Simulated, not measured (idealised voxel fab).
A process module follows: voxel wiring stack.
We display cut, a cross-section 200 nm in width whose square cells are each 5 nm.
How to read a cross-section here: the picture is a grid of square cells, written as bands going from the top down, and any band can span one or more rows of cells.
Per band: top height and bottom height in nm, followed by the left-to-right materials and their widths in nm; "throughout" marks a single material spanning edge to edge, "blank" marks empty space.
Height reference: 0 = level under which incoming wafer is all one material. Lowest band: no bottom, runs on downward, e.g. "from 0 down".
A width such as "30..40" changes by the same amount from each row of cells to the next, from the band's top row to its bottom row.
"identical to before" (step): cross-section cells unchanged, all of them.
The entry titled "Enclosed void listing" provides the empty spaces that have no open way to the top, restricted to those of 8 cells or more. Each is presented as width x height at distance, the distance being measured from the left edge, with all three in nm.
That trailing text on a step's line, after the settings, is the simulator's own remark on the step.
Each step line may optionally specify "overlay nm", which for a step with a mask gives the rightward distance between the mask's planned place and where it lay, a negative value indicating the leftward direction.
## These are the steps we planned for the process
1,RECEIVE,material Si
2,CONFORMAL_DEP,material SiO2,thk nm 10
3,DIRECTIONAL_DEP,material TiN,thk nm 5
4,DIRECTIONAL_DEP,material W,thk nm 25
5,DIRECTIONAL_DEP,material aC,thk nm 15
6,PATTERN,tone cover,mask id METAL_1,material resist,width nm 20,pitch nm 40,thk nm 35,overlay nm 0
7,DIRECTIONAL_ETCH,etch materials aC,depth nm 15
8,STRIP,etch materials resist
9,DIRECTIONAL_ETCH,etch materials W,depth nm 25
10,DIRECTIONAL_ETCH,etch materials TiN,depth nm 5
11,STRIP,etch materials aC
12,FILL_DEP,material lowk,thk nm 5
13,CMP,height nm 40
14,CONFORMAL_DEP,material SiCN,thk nm 5
15,DIRECTIONAL_DEP,material lowk,thk nm 10
16,DIRECTIONAL_DEP,material aC,thk nm 15
17,PATTERN,tone open,mask id PLUG_1,material resist,width nm 15,pitch nm 40,thk nm 35,overlay nm 0
18,DIRECTIONAL_ETCH,etch materials aC,depth nm 15
19,STRIP,etch materials resist
20,DIRECTIONAL_ETCH,etch materials lowk,depth nm 10
21,DIRECTIONAL_ETCH,etch materials SiCN,depth nm 5
22,STRIP,etch materials aC
23,EPI,material Ru,thk nm 10
24,EPI,material Ru,thk nm 5
25,CONFORMAL_DEP,material SiN,thk nm 5
26,DIRECTIONAL_DEP,material SiO2,thk nm 15
27,MASKED_ETCH,tone open,mask id METAL_2,width nm 20,pitch nm 40,etch materials SiO2,depth nm 15,overlay nm 0
28,MASKED_ETCH,tone open,mask id METAL_2,width nm 20,pitch nm 40,etch materials SiN,depth nm 5,overlay nm 0
29,CONFORMAL_DEP,material TiN,thk nm 5
30,FILL_DEP,material W,thk nm 5
31,CMP,height nm 75
32,EPI,material Ru,thk nm 5
33,FILL_DEP,material SiCN,thk nm 5
34,DIRECTIONAL_DEP,material SiO2,thk nm 15
35,DIRECTIONAL_DEP,material aC,thk nm 10
36,PATTERN,tone open,mask id PLUG_2,material resist,width nm 15,pitch nm 40,thk nm 25,overlay nm 0
37,DIRECTIONAL_ETCH,etch materials aC,depth nm 10
38,STRIP,etch materials resist
39,DIRECTIONAL_ETCH,etch materials SiO2,depth nm 15
40,DIRECTIONAL_ETCH,etch materials SiCN,depth nm 5
41,STRIP,etch materials aC
42,EPI,material Ru,thk nm 10
43,EPI,material Ru,thk nm 10
44,DIRECTIONAL_DEP,material TiN,thk nm 5
45,DIRECTIONAL_DEP,material W,thk nm 15
46,MASKED_ETCH,tone cover,mask id METAL_3,width nm 20,pitch nm 40,etch materials W,depth nm 15,overlay nm 0
47,MASKED_ETCH,tone cover,mask id METAL_3,width nm 20,pitch nm 40,etch materials TiN,depth nm 5,overlay nm 0
48,FILL_DEP,material SiO2,thk nm 10
49,CMP,height nm 120
50,CONFORMAL_DEP,material SiN,thk nm 5
## Shown in cross-section is the wafer as received, that is, as it stands after step 1
	from 0 down | Si throughout
	Enclosed void listing: none
## The first of two wafers, cross-sectioned at the end of the module, with the run proceeding as planned
	from 125 to 120 | SiN throughout
	from 120 to 105 | SiO2 50 | W 20 | SiO2 20 | W 20 | SiO2 20 | W 20 | SiO2 50
	from 105 to 100 | SiO2 50 | TiN 20 | SiO2 20 | TiN 20 | SiO2 20 | TiN 20 | SiO2 50
	from 100 to 85 | SiO2 50 | Ru 15 | SiO2 25 | Ru 15 | SiO2 25 | Ru 15 | SiO2 55
	from 85 to 75 | SiCN 50..45 | Ru 15..30 | SiCN 25..10 | Ru 15..30 | SiCN 25..10 | Ru 15..30 | SiCN 55..45
	from 75 to 60 | SiO2 50 | TiN 5 | W 10 | TiN 5 | SiO2 20 | TiN 5 | W 10 | TiN 5 | SiO2 20 | TiN 5 | W 10 | TiN 5 | SiO2 50
	from 60 to 55 | SiN 50 | TiN 20 | SiN 20 | TiN 20 | SiN 20 | TiN 20 | SiN 50
	from 55 to 45 | lowk 50 | Ru 15 | lowk 25 | Ru 15 | lowk 25 | Ru 15 | lowk 55
	from 45 to 40 | SiCN 50 | Ru 15 | SiCN 25 | Ru 15 | SiCN 25 | Ru 15 | SiCN 55
	from 40 to 15 | lowk 50 | W 20 | lowk 20 | W 20 | lowk 20 | W 20 | lowk 50
	from 15 to 10 | lowk 50 | TiN 20 | lowk 20 | TiN 20 | lowk 20 | TiN 20 | lowk 50
	from 10 to 0 | SiO2 throughout
	from 0 down | Si throughout
	Enclosed void listing: none
## Same start, same plan as the first wafer - but one mistake in the run. Cross-section of the second of the two at the end of the module
	from 125 to 120 | SiN throughout
	from 120 to 105 | SiO2 50 | W 20 | SiO2 20 | W 20 | SiO2 20 | W 20 | SiO2 50
	from 105 to 100 | aC throughout
	from 100 to 85 | SiO2 50 | Ru 15 | SiO2 25 | Ru 15 | SiO2 25 | Ru 15 | SiO2 55
	from 85 to 75 | SiCN 50..45 | Ru 15..30 | SiCN 25..10 | Ru 15..30 | SiCN 25..10 | Ru 15..30 | SiCN 55..45
	from 75 to 60 | SiO2 50 | TiN 5 | W 10 | TiN 5 | SiO2 20 | TiN 5 | W 10 | TiN 5 | SiO2 20 | TiN 5 | W 10 | TiN 5 | SiO2 50
	from 60 to 55 | SiN 50 | TiN 20 | SiN 20 | TiN 20 | SiN 20 | TiN 20 | SiN 50
	from 55 to 45 | lowk 50 | Ru 15 | lowk 25 | Ru 15 | lowk 25 | Ru 15 | lowk 55
	from 45 to 40 | SiCN 50 | Ru 15 | SiCN 25 | Ru 15 | SiCN 25 | Ru 15 | SiCN 55
	from 40 to 15 | lowk 50 | W 20 | lowk 20 | W 20 | lowk 20 | W 20 | lowk 50
	from 15 to 10 | lowk 50 | TiN 20 | lowk 20 | TiN 20 | lowk 20 | TiN 20 | lowk 50
	from 10 to 0 | SiO2 throughout
	from 0 down | Si throughout
	Enclosed void listing: none
Diagnosis: step 44 ran with different settings than intended, the actual operation and settings being DIRECTIONAL_DEP,material aC,thk nm 5
The final cell counts differ between the wafers, with the second having more or fewer of some materials than the first: SiO2 -28; TiN -12; aC +40
